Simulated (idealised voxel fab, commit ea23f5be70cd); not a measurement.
process module | voxel gate over fins
cross-section cut | 240 nm wide | cells 5 nm
A cross-section is a grid of square cells, given in bands from the top down. A band is one or more rows of cells.
Each band's line starts with the height of the band's top and of its bottom, in nm. Then come its materials from left to right, each with its width in nm. One material with "throughout" fills the band from edge to edge. "air" is empty space.
Height 0 is the level under which the wafer as received is all one material. The lowest band goes on downwards, as in "0 down".
A width such as "30 to 40" changes by the same amount from each row of cells to the next, from the band's top row to its bottom row.
"no change" after a step means that no cell of the cross-section changed.
closed voids: empty space of 8 cells or more with no open way to the top, each as width x height at its distance from the left edge, in nm
after a step's settings: what the simulator itself notes on the step
overlay nm, on a step with a mask: how far to the right of its planned place the mask lay; to the left if negative
plan
1 op RECEIVE | material Si
2 op CONFORMAL_DEP | material SiN | thk nm 5
3 op PATTERN | tone cover | mask id FINS | material resist | width nm 15 | pitch nm 50 | thk nm 15 | overlay nm 0
4 op DIRECTIONAL_ETCH | etch materials SiN | depth nm 5
5 op DIRECTIONAL_ETCH | etch materials Si | depth nm 30
6 op STRIP | etch materials resist
7 op OXIDIZE | depth nm 5
8 op FILL_DEP | material SiO2 | thk nm 5
9 op CMP | height nm 5
10 op MASKED_ETCH | tone open | mask id RAIL | width nm 15 | etch materials SiO2 | depth nm 30 | overlay nm 0
11 op CONFORMAL_DEP | material TiN | thk nm 5
12 op FILL_DEP | material W | thk nm 10
13 op CMP | height nm 5
14 op SELECTIVE_ETCH | etch materials W Ru TiN | depth nm 20
15 op FILL_DEP | material SiO2 | thk nm 5
16 op CMP | height nm 5
17 op SELECTIVE_ETCH | etch materials SiO2 | depth nm 15
18 op STRIP | etch materials SiN
19 op CONFORMAL_DEP | material HfO2 | thk nm 5
20 op CONFORMAL_DEP | material TiN | thk nm 5
21 op FILL_DEP | material W | thk nm 15
22 op CMP | height nm 20
23 op CONFORMAL_DEP | material SiN | thk nm 5
as received, after step 1
  0 down: Si throughout
  closed voids: none
first wafer at the end, as planned
  25 to 20: SiN throughout
  20 to 10: W throughout
  10 to 5: W 80 | TiN 25 | W 25 | TiN 25 | W 85
  5 to 0: W 80 | TiN 5 | HfO2 15 | TiN 5 | W 25 | TiN 5 | HfO2 15 | TiN 5 | W 85
  0 to -5: TiN 85 | HfO2 5 | Si 5 | HfO2 5 | TiN 35 | HfO2 5 | Si 5 | HfO2 5 | TiN 90
  -5 to -10: HfO2 90 | Si 5 | HfO2 45 | Si 5 | HfO2 95
  -10 to -15: SiO2 90 | Si 5 | SiO2 45 | Si 5 | SiO2 95
  -15 to -20: SiO2 90 | Si 5 | SiO2 15 | TiN 5 | W 5 | TiN 5 | SiO2 15 | Si 5 | SiO2 95
  -20 to -25: SiO2 90 | Si 5 | SiO2 15 | TiN 15 | SiO2 15 | Si 5 | SiO2 95
  -25 to -35: SiO2 90 | Si 5 | SiO2 45 | Si 5 | SiO2 95
  -35 down: Si throughout
  closed voids: none
second wafer at the end: like start, like plan, one mistake
  25 to 20: SiN throughout
  20 to 10: W throughout
  10 to 5: W 90 | TiN 25 | W 25 | TiN 25 | W 75
  5 to 0: W 90 | TiN 5 | HfO2 15 | TiN 5 | W 25 | TiN 5 | HfO2 15 | TiN 5 | W 75
  0 to -5: TiN 95 | HfO2 5 | Si 5 | HfO2 5 | TiN 35 | HfO2 5 | Si 5 | HfO2 5 | TiN 80
  -5 to -10: HfO2 100 | Si 5 | HfO2 45 | Si 5 | HfO2 85
  -10 to -15: SiO2 100 | Si 5 | SiO2 45 | Si 5 | SiO2 85
  -15 to -20: SiO2 100 | Si 5 | SiO2 5 | TiN 5 | W 5 | TiN 5 | SiO2 25 | Si 5 | SiO2 85
  -20 to -25: SiO2 100 | Si 5 | SiO2 5 | TiN 15 | SiO2 25 | Si 5 | SiO2 85
  -25 to -35: SiO2 100 | Si 5 | SiO2 45 | Si 5 | SiO2 85
  -35 down: Si throughout
  closed voids: none
what went wrong: step 3 ran as: op PATTERN | tone cover | mask id FINS | material resist | width nm 15 | pitch nm 50 | thk nm 15 | overlay nm 10
at the end the second wafer has, in cells: as many of each material as the first, in other places
